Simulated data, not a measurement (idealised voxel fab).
This section sets out a process module, namely voxel ribs on slabs.
FYI the section here is cut, 215 nm wide, cells are 5 nm squares.
Format of a cross-section: grid, square cells. Given as bands. Order: top down. Band: one or more rows of cells. Per band: top height and bottom height in nm, followed by the left-to-right materials and their widths in nm; "everywhere" marks a single material spanning edge to edge, "blank" marks empty space. For the purposes of this specification, 0 denotes the height below which the wafer in its as-received condition is composed wholly of one material, and the lowermost band, lacking a lower limit, extends downward without end, as expressed in "0..down". The width entry "30..40" should be interpreted row by row: the top row of cells in the band takes the first number, the bottom row takes the second number, and the change between adjacent rows is uniform throughout. No cell of the cross-section changed in a step that is given as "everything unchanged". Any empty space of 8 cells or more lacking an open way to the top shows up in "Listed closed voids" as width x height at distance, distance from the left edge, in nm. Past the settings on a step's line: simulator remark, on that step. overlay nm: step with mask; distance mask lay right of planned place; negative value = left of planned place.

## This section lists the process steps that were planned
1 RECEIVE,material Si
2 DIRECTIONAL_DEP,material SiO2,thk nm 20
3 DIRECTIONAL_DEP,material polySi,thk nm 25
4 PATTERN,tone cover,mask id RIB,material resist,width nm 30,thk nm 20,overlay nm 0
5 DIRECTIONAL_ETCH,etch materials polySi,depth nm 20
6 STRIP,etch materials resist
7 MASKED_ETCH,tone cover,mask id SLAB,width nm 70,etch materials polySi,depth nm 5,overlay nm 0
8 FILL_DEP,material SiO2,thk nm 25
9 CMP,height nm 65
10 DIRECTIONAL_DEP,material W,thk nm 10
11 MASKED_ETCH,tone cover,mask id HEATER,width nm 40,etch materials W,depth nm 10,overlay nm 0
12 CONFORMAL_DEP,material SiO2,thk nm 10

## Wafer as received: cross-section following step 1
0..down  Si everywhere
Listed closed voids: none

## Starting structure and process plan are as shown above, but one mistake was made in running the module; the wafer cross-section at the end of the module follows
85..75  blank 75, SiO2 60, blank 80
75..65  SiO2 85, W 40, SiO2 90
65..45  SiO2 everywhere
45..40  SiO2 70, polySi 20, SiO2 30, polySi 20, SiO2 75
40..25  polySi 90, SiO2 30, polySi 95
25..20  polySi everywhere
20..0  SiO2 everywhere
0..down  Si everywhere
Listed closed voids: none
So what did we get wrong on this run? it should be noted that step 4 was executed with settings other than those planned, the operation and settings actually applied being PATTERN,tone open,mask id RIB,material resist,width nm 30,thk nm 20,overlay nm 0
